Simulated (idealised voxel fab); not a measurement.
process module | voxel spacer lines
cross-section cut | 155 nm wide | cells 5 nm
A cross-section is a grid of square cells, given in bands from the top down. A band is one or more rows of cells.
Each band's line starts with the height of the band's top and of its bottom, in nm. Then come its materials from left to right, each with its width in nm. One material with "throughout" fills the band from edge to edge. "air" is empty space.
Height 0 is the level under which the wafer as received is all one material. The lowest band goes on downwards, as in "0 down".
A width such as "30 to 40" changes by the same amount from each row of cells to the next, from the band's top row to its bottom row.
"no change" after a step means that no cell of the cross-section changed.
closed voids: empty space of 8 cells or more with no open way to the top, each as width x height at its distance from the left edge, in nm
after a step's settings: what the simulator itself notes on the step
overlay nm, on a step with a mask: how far to the right of its planned place the mask lay; to the left if negative
plan
1 op RECEIVE | material Si
2 op CONFORMAL_DEP | material SiO2 | thk nm 10
3 op DIRECTIONAL_DEP | material polySi | thk nm 10
4 op DIRECTIONAL_DEP | material aC | thk nm 30
5 op PATTERN | tone cover | mask id MANDREL | material resist | width nm 20 | pitch nm 60 | thk nm 35 | overlay nm 0
6 op DIRECTIONAL_ETCH | etch materials aC | depth nm 30
7 op STRIP | etch materials resist
8 op CONFORMAL_DEP | material SiN | thk nm 10
9 op DIRECTIONAL_ETCH | etch materials SiN | depth nm 10
10 op STRIP | etch materials aC
11 op DIRECTIONAL_ETCH | etch materials polySi | depth nm 10
12 op STRIP | etch materials SiN
first wafer, as planned
as received, after step 1
  0 down: Si throughout
  closed voids: none
after step 2
  10 to 0: SiO2 throughout
  below 0: unchanged
after step 3
  20 to 10: polySi throughout
  below 10: unchanged
after step 4
  50 to 20: aC throughout
  below 20: unchanged
after step 5
  85 to 50: air 35 | resist 20 | air 40 | resist 20 | air 40
  below 50: unchanged
after step 6
  55 to 50: air 35 | resist 20 | air 40 | resist 20 | air 40
  50 to 20: air 35 | aC 20 | air 40 | aC 20 | air 40
  below 20: unchanged
after step 7
  50 to 20: air 35 | aC 20 | air 40 | aC 20 | air 40
  below 20: unchanged
after step 8
  60 to 50: air 25 | SiN 40 | air 20 | SiN 40 | air 30
  50 to 30: air 25 | SiN 10 | aC 20 | SiN 10 | air 20 | SiN 10 | aC 20 | SiN 10 | air 30
  30 to 20: SiN 35 | aC 20 | SiN 40 | aC 20 | SiN 40
  below 20: unchanged
after step 9
  50 to 20: air 25 | SiN 10 | aC 20 | SiN 10 | air 20 | SiN 10 | aC 20 | SiN 10 | air 30
  below 20: unchanged
after step 10
  50 to 20: air 25 | SiN 10 | air 20 | SiN 10 | air 20 | SiN 10 | air 20 | SiN 10 | air 30
  below 20: unchanged
after step 11
  50 to 20: air 25 | SiN 10 | air 20 | SiN 10 | air 20 | SiN 10 | air 20 | SiN 10 | air 30
  20 to 10: air 25 | polySi 10 | air 20 | polySi 10 | air 20 | polySi 10 | air 20 | polySi 10 | air 30
  below 10: unchanged
after step 12
  20 to 10: air 25 | polySi 10 | air 20 | polySi 10 | air 20 | polySi 10 | air 20 | polySi 10 | air 30
  below 10: unchanged
second wafer: like start, like plan, one mistake. Through step 9 it matches the first wafer
when step 10 should have ended
  50 to 20: air 25 | SiN 10 | aC 20 | SiN 10 | air 20 | SiN 10 | aC 20 | SiN 10 | air 30
  20 to 10: air 25 | polySi 40 | air 20 | polySi 40 | air 30
  below 10: unchanged
when step 11 should have ended
  50 to 20: air 25 | SiN 10 | air 20 | SiN 10 | air 20 | SiN 10 | air 20 | SiN 10 | air 30
  below 20: unchanged
when step 12 should have ended
  20 to 10: air 25 | polySi 40 | air 20 | polySi 40 | air 30
  below 10: unchanged
what went wrong: steps 10 and 11 were swapped
at the end the second wafer has, in cells: 16 more of polySi
